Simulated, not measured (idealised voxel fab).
Title: Process Module voxel wiring stack
Displayed cross-section: cut, width of 160 nm, square cells sized 5 nm.
We lay out every cross-section as a grid of square cells and spell it out in bands from the top down, where one band means one or more rows of cells. Heads up on the band format: heights come first, top then bottom, in nm. After that it's the materials left to right, each with its width in nm. A single material flagged "full width" fills the whole band edge to edge, and "blank" means there's empty space there. Note: height 0 marks the level under which the wafer is uniformly one material as received. Lowest band unbounded below, written "0..down". The two numbers in a width such as "30->40" mark its ends across the band: the first belongs to the top row of cells, the second to the bottom row, and from each row to the next the width moves by the same amount. "all unchanged" -> step changed no cross-section cell. For the entry "Enclosed cavity list", the listed items are empty spaces with no open way to the top whose size is 8 cells or more; each item follows the pattern width x height at distance, where distance is from the left edge and all three are in nm. Post-settings text on a step line: simulator's own remark regarding the step. Each step line may optionally specify "overlay nm", which for a step with a mask gives the rightward distance between the mask's planned place and where it lay, a negative value indicating the leftward direction.

Process steps - plan:
step 1: RECEIVE, material Si
step 2: CONFORMAL_DEP, material SiO2, thk nm 15
step 3: DIRECTIONAL_DEP, material TiN, thk nm 5
step 4: DIRECTIONAL_DEP, material Ru, thk nm 20
step 5: DIRECTIONAL_DEP, material aC, thk nm 15
step 6: PATTERN, tone cover, mask id METAL_1, material resist, width nm 20, pitch nm 35, thk nm 35, overlay nm 0
step 7: DIRECTIONAL_ETCH, etch materials aC, depth nm 15
step 8: STRIP, etch materials resist
step 9: DIRECTIONAL_ETCH, etch materials Ru, depth nm 20
step 10: DIRECTIONAL_ETCH, etch materials TiN, depth nm 5
step 11: STRIP, etch materials aC
step 12: CONFORMAL_DEP, material SiCN, thk nm 5
step 13: FILL_DEP, material SiO2, thk nm 10
step 14: CMP, height nm 40
step 15: CONFORMAL_DEP, material SiCN, thk nm 5
step 16: DIRECTIONAL_DEP, material lowk, thk nm 30
step 17: MASKED_ETCH, tone open, mask id METAL_2, width nm 20, pitch nm 35, etch materials lowk, depth nm 20, overlay nm 0
step 18: DIRECTIONAL_DEP, material aC, thk nm 10
step 19: PATTERN, tone open, mask id METAL_2_HOLES, material resist, width nm 15, pitch nm 70, thk nm 30, overlay nm 0
step 20: DIRECTIONAL_ETCH, etch materials aC, depth nm 10
step 21: STRIP, etch materials resist
step 22: DIRECTIONAL_ETCH, etch materials lowk, depth nm 10
step 23: DIRECTIONAL_ETCH, etch materials SiCN, depth nm 5
step 24: STRIP, etch materials aC
step 25: CONFORMAL_DEP, material TiN, thk nm 5
step 26: FILL_DEP, material Cu, thk nm 10
step 27: CMP, height nm 75
step 28: CONFORMAL_DEP, material SiN, thk nm 5

Cross-section of the incoming wafer, state after step 1:
0..down | Si full width
Enclosed cavity list: none

Looking at the first of two wafers in cross-section at end of module - ran to plan:
80..75 | SiN full width
75..60 | lowk 15, then TiN 5, then Cu 10, then TiN 5, then lowk 15, then TiN 5, then Cu 10, then TiN 5, then lowk 15, then TiN 5, then Cu 10, then TiN 5, then lowk 15, then TiN 5, then Cu 10, then TiN 5, then lowk 20
60..55 | lowk 15, then TiN 5, then Cu 5, then TiN 10, then lowk 15, then TiN 20, then lowk 15, then TiN 5, then Cu 5, then TiN 10, then lowk 15, then TiN 20, then lowk 20
55..45 | lowk 15, then TiN 5, then Cu 5, then TiN 5, then lowk 55, then TiN 5, then Cu 5, then TiN 5, then lowk 60
45..40 | SiCN 15, then TiN 15, then SiCN 55, then TiN 15, then SiCN 60
40..20 | SiO2 10, then SiCN 5, then Ru 20, then SiCN 5, then SiO2 5, then SiCN 5, then Ru 20, then SiCN 5, then SiO2 5, then SiCN 5, then Ru 20, then SiCN 5, then SiO2 5, then SiCN 5, then Ru 20, then SiCN 5, then SiO2 15
20..15 | SiCN 15, then TiN 20, then SiCN 15, then TiN 20, then SiCN 15, then TiN 20, then SiCN 15, then TiN 20, then SiCN 20
15..0 | SiO2 full width
0..down | Si full width
Enclosed cavity list: none

Cross-sectional view: second of two wafers, end of module; start and plan identical to the first, one mistake in running:
80..75 | SiN full width
75..60 | lowk 15, then TiN 5, then Cu 10, then TiN 5, then lowk 15, then TiN 5, then Cu 10, then TiN 5, then lowk 15, then TiN 5, then Cu 10, then TiN 5, then lowk 15, then TiN 5, then Cu 10, then TiN 5, then lowk 20
60..55 | lowk 15, then TiN 5, then Cu 5, then TiN 10, then lowk 15, then TiN 20, then lowk 15, then TiN 5, then Cu 5, then TiN 10, then lowk 15, then TiN 20, then lowk 20
55..45 | lowk 15, then TiN 5, then Cu 5, then TiN 5, then lowk 55, then TiN 5, then Cu 5, then TiN 5, then lowk 60
45..40 | SiCN 15, then TiN 15, then SiCN 55, then TiN 15, then SiCN 60
40..35 | SiO2 10, then SiCN 5, then Ru 20, then SiCN 5, then SiO2 5, then SiCN 5, then Ru 20, then SiCN 5, then SiO2 5, then SiCN 5, then Ru 20, then SiCN 5, then SiO2 5, then SiCN 5, then Ru 20, then SiCN 5, then SiO2 15
35..30 | SiCN 15, then TiN 20, then SiCN 15, then TiN 20, then SiCN 15, then TiN 20, then SiCN 15, then TiN 20, then SiCN 20
30..0 | SiO2 full width
0..down | Si full width
Enclosed cavity list: none
Nonconformance to the process plan: step 2, plan: ran twice
The closing comparison, in cells, has the second wafer with more or fewer of some materials than the first: 48 fewer of Ru; 24 fewer of SiCN; 72 more of SiO2
